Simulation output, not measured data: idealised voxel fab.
process module | voxel air gaps
cross-section cut | 255 nm wide | cells 5 nm
A cross-section is a grid of square cells, given in bands from the top down. A band is one or more rows of cells.
Each band's line starts with the height of the band's top and of its bottom, in nm. Then come its materials from left to right, each with its width in nm. One material with "throughout" fills the band from edge to edge. "air" is empty space.
Height 0 is the level under which the wafer as received is all one material. The lowest band goes on downwards, as in "0 down".
A width such as "30 to 40" changes by the same amount from each row of cells to the next, from the band's top row to its bottom row.
"no change" after a step means that no cell of the cross-section changed.
closed voids: empty space of 8 cells or more with no open way to the top, each as width x height at its distance from the left edge, in nm
after a step's settings: what the simulator itself notes on the step
overlay nm, on a step with a mask: how far to the right of its planned place the mask lay; to the left if negative
plan
1 op RECEIVE | material Si
2 op CONFORMAL_DEP | material SiO2 | thk nm 15
3 op CONFORMAL_DEP | material SiCN | thk nm 5
4 op DIRECTIONAL_DEP | material lowk | thk nm 30
5 op MASKED_ETCH | tone open | mask id LINES | width nm 20 | pitch nm 45 | etch materials lowk | depth nm 30 | overlay nm 0
6 op CONFORMAL_DEP | material TiN | thk nm 5
7 op FILL_DEP | material W | thk nm 10
8 op CMP | height nm 50
9 op EPI | material Ru | thk nm 10
10 op SELECTIVE_ETCH | etch materials lowk | depth nm 40
11 op CONFORMAL_DEP | material SiCN | thk nm 5
as received, after step 1
  0 down: Si throughout
  closed voids: none
first wafer at the end, as planned
  65 to 60: air 55 | SiCN 140 | air 60
  60 to 50: air 55 | SiCN 5 | Ru 40 | SiCN 5 | Ru 40 | SiCN 5 | Ru 40 | SiCN 5 | air 60
  50 to 45: air 55 | SiCN 15 | TiN 5 | W 10 | TiN 5 | SiCN 25 | TiN 5 | W 10 | TiN 5 | SiCN 25 | TiN 5 | W 10 | TiN 5 | SiCN 15 | air 60
  45 to 25: air 65 | SiCN 5 | TiN 5 | W 10 | TiN 5 | SiCN 5 | air 15 | SiCN 5 | TiN 5 | W 10 | TiN 5 | SiCN 5 | air 15 | SiCN 5 | TiN 5 | W 10 | TiN 5 | SiCN 5 | air 70
  25 to 20: SiCN 70 | TiN 20 | SiCN 25 | TiN 20 | SiCN 25 | TiN 20 | SiCN 75
  20 to 15: SiCN throughout
  15 to 0: SiO2 throughout
  0 down: Si throughout
  closed voids: 15 x 20 at 95; 15 x 20 at 140
second wafer at the end: like start, like plan, one mistake
  65 to 60: SiCN throughout
  60 to 50: Ru throughout
  50 to 25: W 65 | TiN 5 | lowk 20 | TiN 5 | W 15 | TiN 5 | lowk 20 | TiN 5 | W 15 | TiN 5 | lowk 20 | TiN 5 | W 70
  25 to 20: TiN 70 | lowk 20 | TiN 25 | lowk 20 | TiN 25 | lowk 20 | TiN 75
  20 to 15: SiCN throughout
  15 to 0: SiO2 throughout
  0 down: Si throughout
  closed voids: none
what went wrong: step 5 ran as: op MASKED_ETCH | tone cover | mask id LINES | width nm 20 | pitch nm 45 | etch materials lowk | depth nm 30 | overlay nm 0
at the end the second wafer has, in cells: 54 more of Ru | 64 fewer of SiCN | 27 more of TiN | 135 more of W | 72 more of lowk
closed voids at the end (first wafer, second wafer): 2, 0
